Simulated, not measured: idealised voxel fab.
Documented hereafter: the process module known as voxel capacitor over wiring.
For reference, the cross-section in this document is cut, with width 165 nm and square cells of 5 nm.
Each cross-section below is a grid of square cells, stated as bands in top-down order, with one or more rows of cells making up each band.
Read a band's entry like this: the first values are the height of its top and the height of its bottom in nm, and what follows is the sequence of materials from left to right, each with its width in nm. Note that "empty" is empty space, and that a single material marked "edge to edge" reaches across the band from edge to edge.
Heights are reckoned from 0. Under this level, the received wafer is all of one material. The bottommost band is open-ended downward, for example "top 0, no bottom".
Read "30 to 40" as a graded width: first number on top, second number at the bottom, same change between each pair of neighbouring rows.
What does "nothing different" mean for a step? It means no cell of the cross-section changed in that step.
What "Closed void table" gives you is every empty space of 8 cells or more that is cut off from the top. Each appears as width x height at distance, with the distance taken from the left edge and width, height and distance all in nm.
Text after the settings on a step's line: the simulator's own remark on that step.
overlay nm: where the mask lay relative to plan, measured to the right, on steps with a mask; negatives go left.
**Here's what the planned process steps look like**
1 RECEIVE,material Si
2 CONFORMAL_DEP,material SiO2,thk nm 10
3 DIRECTIONAL_DEP,material TiN,thk nm 5
4 DIRECTIONAL_DEP,material Ru,thk nm 25
5 DIRECTIONAL_DEP,material aC,thk nm 15
6 PATTERN,tone cover,mask id METAL_1,material resist,width nm 20,pitch nm 75,thk nm 35,overlay nm 0
7 DIRECTIONAL_ETCH,etch materials aC,depth nm 15
8 STRIP,etch materials resist
9 DIRECTIONAL_ETCH,etch materials Ru,depth nm 25
10 DIRECTIONAL_ETCH,etch materials TiN,depth nm 5
11 STRIP,etch materials aC
12 FILL_DEP,material SiO2,thk nm 10
13 CMP,height nm 40
14 CONFORMAL_DEP,material SiCN,thk nm 5
15 DIRECTIONAL_DEP,material SiO2,thk nm 20
16 DIRECTIONAL_DEP,material aC,thk nm 15
17 PATTERN,tone open,mask id PLUG_1,material resist,width nm 15,thk nm 30,overlay nm 0
18 DIRECTIONAL_ETCH,etch materials aC,depth nm 15
19 STRIP,etch materials resist
20 DIRECTIONAL_ETCH,etch materials SiO2,depth nm 20
21 DIRECTIONAL_ETCH,etch materials SiCN,depth nm 5
22 STRIP,etch materials aC
23 EPI,material Ru,thk nm 10
24 EPI,material Ru,thk nm 10
25 EPI,material Ru,thk nm 5
26 DIRECTIONAL_DEP,material TiN,thk nm 5
27 DIRECTIONAL_DEP,material HfO2,thk nm 5
28 DIRECTIONAL_DEP,material TiN,thk nm 10
29 MASKED_ETCH,tone cover,mask id UPPER_PLATE,width nm 60,etch materials TiN,depth nm 10,overlay nm 0
30 MASKED_ETCH,tone cover,mask id UPPER_PLATE,width nm 60,etch materials HfO2,depth nm 5,overlay nm 0
31 MASKED_ETCH,tone cover,mask id LOWER_PLATE,width nm 70,etch materials TiN,depth nm 5,overlay nm 0
32 FILL_DEP,material SiO2,thk nm 20
33 CMP,height nm 100
34 MASKED_ETCH,tone open,mask id PLUG_2,width nm 15,etch materials SiO2,depth nm 15,overlay nm 0
35 CONFORMAL_DEP,material TiN,thk nm 5
36 FILL_DEP,material Cu,thk nm 10
37 CMP,height nm 100
38 CONFORMAL_DEP,material SiN,thk nm 5
**Below: the first of two wafers, run as planned**
**Cross-section of the wafer at receipt, which is the condition after step 1**
top 0, no bottom | Si edge to edge
Closed void table: none
**You're looking at a cross-section of the wafer after step 2**
top 10, bottom 0 | SiO2 edge to edge
Everything below 0 is unchanged.
**You're looking at a cross-section of the wafer after step 3**
top 15, bottom 10 | TiN edge to edge
Everything below 10 is unchanged.
**You're looking at a cross-section of the wafer after step 4**
top 40, bottom 15 | Ru edge to edge
Everything below 15 is unchanged.
**You're looking at a cross-section of the wafer after step 5**
top 55, bottom 40 | aC edge to edge
Everything below 40 is unchanged.
**You're looking at a cross-section of the wafer after step 6**
top 90, bottom 55 | empty: 35, resist: 20, empty: 55, resist: 20, empty: 35
Everything below 55 is unchanged.
**You're looking at a cross-section of the wafer after step 7**
top 75, bottom 55 | empty: 35, resist: 20, empty: 55, resist: 20, empty: 35
top 55, bottom 40 | empty: 35, aC: 20, empty: 55, aC: 20, empty: 35
Everything below 40 is unchanged.
**You're looking at a cross-section of the wafer after step 8**
top 55, bottom 40 | empty: 35, aC: 20, empty: 55, aC: 20, empty: 35
Everything below 40 is unchanged.
**You're looking at a cross-section of the wafer after step 9**
top 55, bottom 40 | empty: 35, aC: 20, empty: 55, aC: 20, empty: 35
top 40, bottom 15 | empty: 35, Ru: 20, empty: 55, Ru: 20, empty: 35
Everything below 15 is unchanged.
**You're looking at a cross-section of the wafer after step 10**
top 55, bottom 40 | empty: 35, aC: 20, empty: 55, aC: 20, empty: 35
top 40, bottom 15 | empty: 35, Ru: 20, empty: 55, Ru: 20, empty: 35
top 15, bottom 10 | empty: 35, TiN: 20, empty: 55, TiN: 20, empty: 35
Everything below 10 is unchanged.
**You're looking at a cross-section of the wafer after step 11**
top 40, bottom 15 | empty: 35, Ru: 20, empty: 55, Ru: 20, empty: 35
Everything below 15 is unchanged.
**You're looking at a cross-section of the wafer after step 12**
top 50, bottom 40 | SiO2 edge to edge
top 40, bottom 15 | SiO2: 35, Ru: 20, SiO2: 55, Ru: 20, SiO2: 35
top 15, bottom 10 | SiO2: 35, TiN: 20, SiO2: 55, TiN: 20, SiO2: 35
Everything below 10 is unchanged.
**You're looking at a cross-section of the wafer after step 13**
top 40, bottom 15 | SiO2: 35, Ru: 20, SiO2: 55, Ru: 20, SiO2: 35
Everything below 15 is unchanged.
**You're looking at a cross-section of the wafer after step 14**
top 45, bottom 40 | SiCN edge to edge
Everything below 40 is unchanged.
**You're looking at a cross-section of the wafer after step 15**
top 65, bottom 45 | SiO2 edge to edge
Everything below 45 is unchanged.
**You're looking at a cross-section of the wafer after step 16**
top 80, bottom 65 | aC edge to edge
Everything below 65 is unchanged.
**You're looking at a cross-section of the wafer after step 17**
top 110, bottom 80 | resist: 40, empty: 15, resist: 110
Everything below 80 is unchanged.
**You're looking at a cross-section of the wafer after step 18**
top 95, bottom 80 | resist: 40, empty: 15, resist: 110
top 80, bottom 65 | aC: 40, empty: 15, aC: 110
Everything below 65 is unchanged.
**You're looking at a cross-section of the wafer after step 19**
top 80, bottom 65 | aC: 40, empty: 15, aC: 110
Everything below 65 is unchanged.
**You're looking at a cross-section of the wafer after step 20**
top 80, bottom 65 | aC: 40, empty: 15, aC: 110
top 65, bottom 45 | SiO2: 40, empty: 15, SiO2: 110
Everything below 45 is unchanged.
**You're looking at a cross-section of the wafer after step 21**
top 80, bottom 65 | aC: 40, empty: 15, aC: 110
top 65, bottom 45 | SiO2: 40, empty: 15, SiO2: 110
top 45, bottom 40 | SiCN: 40, empty: 15, SiCN: 110
Everything below 40 is unchanged.
**You're looking at a cross-section of the wafer after step 22**
top 65, bottom 45 | SiO2: 40, empty: 15, SiO2: 110
Everything below 45 is unchanged.
**You're looking at a cross-section of the wafer after step 23**
top 65, bottom 50 | SiO2: 40, empty: 15, SiO2: 110
top 50, bottom 45 | SiO2: 40, Ru: 15, SiO2: 110
top 45, bottom 40 | SiCN: 40, Ru: 15, SiCN: 110
Everything below 40 is unchanged.
**You're looking at a cross-section of the wafer after step 24**
top 65, bottom 60 | SiO2: 40, empty: 15, SiO2: 110
top 60, bottom 45 | SiO2: 40, Ru: 15, SiO2: 110
Everything below 45 is unchanged.
**You're looking at a cross-section of the wafer after step 25**
top 65, bottom 45 | SiO2: 40, Ru: 15, SiO2: 110
Everything below 45 is unchanged.
**You're looking at a cross-section of the wafer after step 26**
top 70, bottom 65 | TiN edge to edge
Everything below 65 is unchanged.
**You're looking at a cross-section of the wafer after step 27**
top 75, bottom 70 | HfO2 edge to edge
Everything below 70 is unchanged.
**You're looking at a cross-section of the wafer after step 28**
top 85, bottom 75 | TiN edge to edge
Everything below 75 is unchanged.
**You're looking at a cross-section of the wafer after step 29**
top 85, bottom 75 | empty: 40, TiN: 60, empty: 65
Everything below 75 is unchanged.
**You're looking at a cross-section of the wafer after step 30**
top 85, bottom 75 | empty: 40, TiN: 60, empty: 65
top 75, bottom 70 | empty: 40, HfO2: 60, empty: 65
Everything below 70 is unchanged.
**You're looking at a cross-section of the wafer after step 31**
top 85, bottom 75 | empty: 40, TiN: 60, empty: 65
top 75, bottom 70 | empty: 40, HfO2: 60, empty: 65
top 70, bottom 65 | empty: 35, TiN: 70, empty: 60
Everything below 65 is unchanged.
**You're looking at a cross-section of the wafer after step 32**
top 105, bottom 85 | SiO2 edge to edge
top 85, bottom 75 | SiO2: 40, TiN: 60, SiO2: 65
top 75, bottom 70 | SiO2: 40, HfO2: 60, SiO2: 65
top 70, bottom 65 | SiO2: 35, TiN: 70, SiO2: 60
Everything below 65 is unchanged.
**You're looking at a cross-section of the wafer after step 33**
top 100, bottom 85 | SiO2 edge to edge
Everything below 85 is unchanged.
**You're looking at a cross-section of the wafer after step 34**
top 100, bottom 85 | SiO2: 50, empty: 15, SiO2: 100
Everything below 85 is unchanged.
**You're looking at a cross-section of the wafer after step 35**
top 105, bottom 100 | TiN: 55, empty: 5, TiN: 105
top 100, bottom 90 | SiO2: 50, TiN: 5, empty: 5, TiN: 5, SiO2: 100
top 90, bottom 85 | SiO2: 50, TiN: 15, SiO2: 100
Everything below 85 is unchanged.
**You're looking at a cross-section of the wafer after step 36**
top 115, bottom 105 | Cu edge to edge
top 105, bottom 100 | TiN: 55, Cu: 5, TiN: 105
top 100, bottom 90 | SiO2: 50, TiN: 5, Cu: 5, TiN: 5, SiO2: 100
Everything below 90 is unchanged.
**You're looking at a cross-section of the wafer after step 37**
top 100, bottom 90 | SiO2: 50, TiN: 5, Cu: 5, TiN: 5, SiO2: 100
Everything below 90 is unchanged.
**You're looking at a cross-section of the wafer after step 38**
top 105, bottom 100 | SiN edge to edge
Everything below 100 is unchanged.
**What follows concerns the second wafer, which started out like the first and was meant to follow the very same plan; one mistake crept in when it was run, but everything up to and including step 16 is the same as for the first wafer**
**when step 17 should have ended**
top 110, bottom 80 | resist: 35, empty: 15, resist: 115
Everything below 80 is unchanged.
**when step 18 should have ended**
top 95, bottom 80 | resist: 35, empty: 15, resist: 115
top 80, bottom 65 | aC: 35, empty: 15, aC: 115
Everything below 65 is unchanged.
**when step 19 should have ended**
top 80, bottom 65 | aC: 35, empty: 15, aC: 115
Everything below 65 is unchanged.
**when step 20 should have ended**
top 80, bottom 65 | aC: 35, empty: 15, aC: 115
top 65, bottom 45 | SiO2: 35, empty: 15, SiO2: 115
Everything below 45 is unchanged.
**when step 21 should have ended**
top 80, bottom 65 | aC: 35, empty: 15, aC: 115
top 65, bottom 45 | SiO2: 35, empty: 15, SiO2: 115
top 45, bottom 40 | SiCN: 35, empty: 15, SiCN: 115
Everything below 40 is unchanged.
**when step 22 should have ended**
top 65, bottom 45 | SiO2: 35, empty: 15, SiO2: 115
Everything below 45 is unchanged.
**when step 23 should have ended**
top 65, bottom 50 | SiO2: 35, empty: 15, SiO2: 115
top 50, bottom 45 | SiO2: 35, Ru: 15, SiO2: 115
top 45, bottom 40 | SiCN: 35, Ru: 15, SiCN: 115
Everything below 40 is unchanged.
**when step 24 should have ended**
top 65, bottom 60 | SiO2: 35, empty: 15, SiO2: 115
top 60, bottom 45 | SiO2: 35, Ru: 15, SiO2: 115
Everything below 45 is unchanged.
**when step 25 should have ended**
top 65, bottom 45 | SiO2: 35, Ru: 15, SiO2: 115
Everything below 45 is unchanged.
**when step 26 should have ended**
top 70, bottom 65 | TiN edge to edge
Everything below 65 is unchanged.
**when step 27 should have ended**
top 75, bottom 70 | HfO2 edge to edge
Everything below 70 is unchanged.
**when step 28 should have ended**
top 85, bottom 75 | TiN edge to edge
Everything below 75 is unchanged.
**when step 29 should have ended**
top 85, bottom 75 | empty: 40, TiN: 60, empty: 65
Everything below 75 is unchanged.
**when step 30 should have ended**
top 85, bottom 75 | empty: 40, TiN: 60, empty: 65
top 75, bottom 70 | empty: 40, HfO2: 60, empty: 65
Everything below 70 is unchanged.
**when step 31 should have ended**
top 85, bottom 75 | empty: 40, TiN: 60, empty: 65
top 75, bottom 70 | empty: 40, HfO2: 60, empty: 65
top 70, bottom 65 | empty: 35, TiN: 70, empty: 60
Everything below 65 is unchanged.
**when step 32 should have ended**
top 105, bottom 85 | SiO2 edge to edge
top 85, bottom 75 | SiO2: 40, TiN: 60, SiO2: 65
top 75, bottom 70 | SiO2: 40, HfO2: 60, SiO2: 65
top 70, bottom 65 | SiO2: 35, TiN: 70, SiO2: 60
Everything below 65 is unchanged.
**when step 33 should have ended**
top 100, bottom 85 | SiO2 edge to edge
Everything below 85 is unchanged.
**when step 34 should have ended**
top 100, bottom 85 | SiO2: 50, empty: 15, SiO2: 100
Everything below 85 is unchanged.
**when step 35 should have ended**
top 105, bottom 100 | TiN: 55, empty: 5, TiN: 105
top 100, bottom 90 | SiO2: 50, TiN: 5, empty: 5, TiN: 5, SiO2: 100
top 90, bottom 85 | SiO2: 50, TiN: 15, SiO2: 100
Everything below 85 is unchanged.
**when step 36 should have ended**
top 115, bottom 105 | Cu edge to edge
top 105, bottom 100 | TiN: 55, Cu: 5, TiN: 105
top 100, bottom 90 | SiO2: 50, TiN: 5, Cu: 5, TiN: 5, SiO2: 100
Everything below 90 is unchanged.
**when step 37 should have ended**
top 100, bottom 90 | SiO2: 50, TiN: 5, Cu: 5, TiN: 5, SiO2: 100
Everything below 90 is unchanged.
**when step 38 should have ended**
top 105, bottom 100 | SiN edge to edge
Everything below 100 is unchanged.
Want to know what went wrong? heads up, step 17 didn't go per plan, it actually ran as PATTERN,tone open,mask id PLUG_1,material resist,width nm 15,thk nm 30,overlay nm -5
The two final wafers agree on how many cells each material fills and disagree on which cells those are.
